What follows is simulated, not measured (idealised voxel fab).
Process module name: voxel released beams
Section cut is 215 nm wide and gridded with 5 nm square cells.
How to read a cross-section here: the picture is a grid of square cells, written as bands going from the top down, and any band can span one or more rows of cells.
Band: top height; bottom height; in nm. Then, left to right: material with width in nm, for each material. "throughout": a single material spanning edge to edge. "blank": empty space.
All heights in this document are referenced to 0, defined as the level beneath which the wafer, as received, consists entirely of one material. The lowest band is not bounded below; it extends indefinitely downward and is written in the form "0 and below".
Read "30 to 40" as a graded width: first number on top, second number at the bottom, same change between each pair of neighbouring rows.
Step marked "remained the same"? Then no cell in the cross-section changed in it.
"Cavities, sealed" means: voids of 8 cells or more that are shut off from the top with no open way through. Written width x height at distance, distance from the left edge, in nm.
Text after the settings on a step's line: the simulator's own remark on that step.
overlay nm: step with mask; distance mask lay right of planned place; negative value = left of planned place.
Process steps foreseen in the plan:
| 1 | RECEIVE with material Si |
| 2 | CONFORMAL_DEP with material SiN, thk nm 5 |
| 3 | DIRECTIONAL_DEP with material SiO2, thk nm 15 |
| 4 | DIRECTIONAL_DEP with material aC, thk nm 15 |
| 5 | PATTERN with tone open, mask id ANCHOR, material resist, width nm 30, thk nm 35, overlay nm 0 |
| 6 | DIRECTIONAL_ETCH with etch materials aC, depth nm 15 |
| 7 | STRIP with etch materials resist |
| 8 | DIRECTIONAL_ETCH with etch materials SiO2, depth nm 15 |
| 9 | STRIP with etch materials aC |
| 10 | CONFORMAL_DEP with material TiN, thk nm 10 |
| 11 | DIRECTIONAL_DEP with material aC, thk nm 10 |
| 12 | PATTERN with tone cover, mask id BEAM, material resist, width nm 105, thk nm 30, overlay nm 0 |
| 13 | DIRECTIONAL_ETCH with etch materials aC, depth nm 10 |
| 14 | STRIP with etch materials resist |
| 15 | DIRECTIONAL_ETCH with etch materials TiN, depth nm 10 |
| 16 | STRIP with etch materials aC |
| 17 | STRIP with etch materials SiO2 |
As-received wafer cross-section (after step 1):
0 and below  Si throughout
Cavities, sealed: none
Look at the cross-section after the module: the wafer started out the way shown above and the plan was the one shown above, yet one mistake was made along the way:
30 down to 20  50 blank, 45 TiN, 120 blank
20 down to 15  45 blank, 10 TiN, 30 SiO2, 10 TiN, 120 blank
15 down to 5  45 blank, 10 TiN, 30 SiO2, 70 TiN, 60 blank
5 down to 0  SiN throughout
0 and below  Si throughout
Cavities, sealed: none
Heads up, the wafer didn't run the way we planned it: step 5 was processed under conditions differing from the plan, specifically as PATTERN with tone cover, mask id ANCHOR, material resist, width nm 30, thk nm 35, overlay nm 0
